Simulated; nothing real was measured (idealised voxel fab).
process module | voxel transistor to metal
cross-section cut | 175 nm wide | cells 5 nm
A cross-section is a grid of square cells, given in bands from the top down. A band is one or more rows of cells.
Each band's line starts with the height of the band's top and of its bottom, in nm. Then come its materials from left to right, each with its width in nm. One material with "throughout" fills the band from edge to edge. "air" is empty space.
Height 0 is the level under which the wafer as received is all one material. The lowest band goes on downwards, as in "0 down".
A width such as "30 to 40" changes by the same amount from each row of cells to the next, from the band's top row to its bottom row.
"no change" after a step means that no cell of the cross-section changed.
closed voids: empty space of 8 cells or more with no open way to the top, each as width x height at its distance from the left edge, in nm
after a step's settings: what the simulator itself notes on the step
overlay nm, on a step with a mask: how far to the right of its planned place the mask lay; to the left if negative
plan
1 op RECEIVE | material Si
2 op OXIDIZE | depth nm 5
3 op CONFORMAL_DEP | material SiN | thk nm 10
4 op PATTERN | tone cover | mask id ACTIVE | material resist | width nm 105 | thk nm 20 | overlay nm 0
5 op DIRECTIONAL_ETCH | etch materials SiN | depth nm 10
6 op DIRECTIONAL_ETCH | etch materials SiO2 | depth nm 5
7 op DIRECTIONAL_ETCH | etch materials Si | depth nm 25
8 op STRIP | etch materials resist
9 op OXIDIZE | depth nm 5
10 op FILL_DEP | material SiO2 | thk nm 15
11 op CMP | height nm 10
12 op SELECTIVE_ETCH | etch materials SiO2 | depth nm 5
13 op STRIP | etch materials SiN
14 op SELECTIVE_ETCH | etch materials SiO2 | depth nm 5
15 op OXIDIZE | depth nm 5
16 op DIRECTIONAL_DEP | material polySi | thk nm 20
17 op DIRECTIONAL_DEP | material SiCN | thk nm 10
18 op MASKED_ETCH | tone cover | mask id GATE | width nm 25 | etch materials SiCN | depth nm 20 | overlay nm 0
19 op MASKED_ETCH | tone cover | mask id GATE | width nm 25 | etch materials polySi | depth nm 30 | overlay nm 0
20 op CONFORMAL_DEP | material SiO2 | thk nm 5
21 op DIRECTIONAL_ETCH | etch materials SiO2 | depth nm 5
22 op CONFORMAL_DEP | material SiN | thk nm 10
23 op DIRECTIONAL_ETCH | etch materials SiN | depth nm 10
24 op DIRECTIONAL_ETCH | etch materials SiO2 | depth nm 5
25 op DIRECTIONAL_ETCH | etch materials Si | depth nm 15
26 op EPI | material nSi | thk nm 15
27 op FILL_DEP | material SiO2 | thk nm 5
28 op CMP | height nm 15
29 op STRIP | etch materials polySi
30 op SELECTIVE_ETCH | etch materials SiO2 | depth nm 5
31 op CONFORMAL_DEP | material HfO2 | thk nm 5
32 op CONFORMAL_DEP | material TiN | thk nm 5
33 op FILL_DEP | material W | thk nm 10
34 op CMP | height nm 10
35 op DIRECTIONAL_DEP | material SiO2 | thk nm 15
36 op DIRECTIONAL_DEP | material aC | thk nm 10
37 op PATTERN | tone open | mask id CONTACT | material resist | width nm 20 | pitch nm 75 | thk nm 30 | overlay nm 0
38 op DIRECTIONAL_ETCH | etch materials aC | depth nm 10
39 op STRIP | etch materials resist
40 op DIRECTIONAL_ETCH | etch materials SiO2 | depth nm 20
41 op STRIP | etch materials aC
42 op CONFORMAL_DEP | material TiN | thk nm 5
43 op FILL_DEP | material W | thk nm 10
44 op CMP | height nm 25
45 op DIRECTIONAL_DEP | material TiN | thk nm 5
46 op DIRECTIONAL_DEP | material W | thk nm 15
47 op PATTERN | tone cover | mask id METAL_1 | material resist | width nm 15 | pitch nm 75 | thk nm 20 | overlay nm 0
48 op DIRECTIONAL_ETCH | etch materials W | depth nm 15
49 op DIRECTIONAL_ETCH | etch materials TiN | depth nm 5
50 op STRIP | etch materials resist
51 op FILL_DEP | material SiO2 | thk nm 10
52 op CMP | height nm 45
53 op CONFORMAL_DEP | material SiCN | thk nm 5
54 op DIRECTIONAL_DEP | material SiO2 | thk nm 25
55 op MASKED_ETCH | tone open | mask id METAL_2 | width nm 20 | pitch nm 75 | etch materials SiO2 | depth nm 15 | overlay nm 0
56 op MASKED_ETCH | tone open | mask id METAL_2_HOLES | width nm 15 | pitch nm 75 | etch materials SiO2 | depth nm 10 | overlay nm 0
57 op MASKED_ETCH | tone open | mask id METAL_2_HOLES | width nm 15 | pitch nm 75 | etch materials SiCN | depth nm 5 | overlay nm 0
58 op CONFORMAL_DEP | material TiN | thk nm 5
59 op FILL_DEP | material Cu | thk nm 5
60 op CMP | height nm 75
61 op CONFORMAL_DEP | material SiN | thk nm 5
varied across the wafers: width nm of step 47. The plan shows the first wafer's value. All wafers start alike
first wafer as received, after step 1
  0 down: Si throughout
  closed voids: none
first wafer at the end, after step 61
  80 to 75: SiN throughout
  75 to 65: SiO2 40 | TiN 5 | Cu 10 | TiN 5 | SiO2 55 | TiN 5 | Cu 10 | TiN 5 | SiO2 40
  65 to 60: SiO2 40 | TiN 5 | Cu 5 | TiN 10 | SiO2 55 | TiN 5 | Cu 5 | TiN 10 | SiO2 40
  60 to 50: SiO2 40 | TiN 5 | Cu 5 | TiN 5 | SiO2 60 | TiN 5 | Cu 5 | TiN 5 | SiO2 45
  50 to 45: SiCN 40 | TiN 15 | SiCN 60 | TiN 15 | SiCN 45
  45 to 30: SiO2 45 | W 15 | SiO2 60 | W 15 | SiO2 40
  30 to 25: SiO2 45 | TiN 15 | SiO2 60 | TiN 15 | SiO2 40
  25 to 10: SiO2 40 | TiN 5 | W 10 | TiN 5 | SiO2 55 | TiN 5 | W 10 | TiN 5 | SiO2 40
  10 to 5: SiO2 40 | TiN 20 | SiN 10 | HfO2 5 | TiN 5 | W 15 | TiN 5 | HfO2 5 | SiN 10 | TiN 20 | SiO2 40
  5 to 0: SiO2 40 | nSi 20 | SiN 10 | HfO2 5 | TiN 5 | W 15 | TiN 5 | HfO2 5 | SiN 10 | nSi 20 | SiO2 40
  0 to -5: SiO2 35 | SiN 10 | nSi 15 | SiN 10 | HfO2 5 | TiN 25 | HfO2 5 | SiN 10 | nSi 15 | SiN 10 | SiO2 35
  -5 to -10: SiO2 45 | nSi 15 | SiO2 10 | HfO2 35 | SiO2 10 | nSi 15 | SiO2 45
  -10 to -25: SiO2 40 | Si 5 | nSi 15 | Si 55 | nSi 15 | Si 5 | SiO2 40
  -25 to -35: SiO2 40 | Si 95 | SiO2 40
  -35 down: Si throughout
  closed voids: none
last wafer at the end
  80 to 75: SiN throughout
  75 to 65: SiO2 40 | TiN 5 | Cu 10 | TiN 5 | SiO2 55 | TiN 5 | Cu 10 | TiN 5 | SiO2 40
  65 to 60: SiO2 40 | TiN 5 | Cu 5 | TiN 10 | SiO2 55 | TiN 5 | Cu 5 | TiN 10 | SiO2 40
  60 to 50: SiO2 40 | TiN 5 | Cu 5 | TiN 5 | SiO2 60 | TiN 5 | Cu 5 | TiN 5 | SiO2 45
  50 to 45: SiCN 40 | TiN 15 | SiCN 60 | TiN 15 | SiCN 45
  45 to 30: SiO2 35 | W 35 | SiO2 40 | W 35 | SiO2 30
  30 to 25: SiO2 35 | TiN 35 | SiO2 40 | TiN 35 | SiO2 30
  25 to 10: SiO2 40 | TiN 5 | W 10 | TiN 5 | SiO2 55 | TiN 5 | W 10 | TiN 5 | SiO2 40
  10 to 5: SiO2 40 | TiN 20 | SiN 10 | HfO2 5 | TiN 5 | W 15 | TiN 5 | HfO2 5 | SiN 10 | TiN 20 | SiO2 40
  5 to 0: SiO2 40 | nSi 20 | SiN 10 | HfO2 5 | TiN 5 | W 15 | TiN 5 | HfO2 5 | SiN 10 | nSi 20 | SiO2 40
  0 to -5: SiO2 35 | SiN 10 | nSi 15 | SiN 10 | HfO2 5 | TiN 25 | HfO2 5 | SiN 10 | nSi 15 | SiN 10 | SiO2 35
  -5 to -10: SiO2 45 | nSi 15 | SiO2 10 | HfO2 35 | SiO2 10 | nSi 15 | SiO2 45
  -10 to -25: SiO2 40 | Si 5 | nSi 15 | Si 55 | nSi 15 | Si 5 | SiO2 40
  -25 to -35: SiO2 40 | Si 95 | SiO2 40
  -35 down: Si throughout
  closed voids: none
each wafer at the end: cells of each material gained (+) or lost (-) since it was received, then its closed voids
width nm 15 | +14 Cu | +13 HfO2 | -168 Si | +29 SiCN | +51 SiN | +484 SiO2 | +63 TiN | +36 W | +38 nSi | closed voids: none
width nm 20 | +14 Cu | +13 HfO2 | -168 Si | +29 SiCN | +51 SiN | +476 SiO2 | +65 TiN | +42 W | +38 nSi | closed voids: none
width nm 25 | +14 Cu | +13 HfO2 | -168 Si | +29 SiCN | +51 SiN | +468 SiO2 | +67 TiN | +48 W | +38 nSi | closed voids: none
width nm 30 | +14 Cu | +13 HfO2 | -168 Si | +29 SiCN | +51 SiN | +460 SiO2 | +69 TiN | +54 W | +38 nSi | closed voids: none
width nm 35 | +14 Cu | +13 HfO2 | -168 Si | +29 SiCN | +51 SiN | +452 SiO2 | +71 TiN | +60 W | +38 nSi | closed voids: none
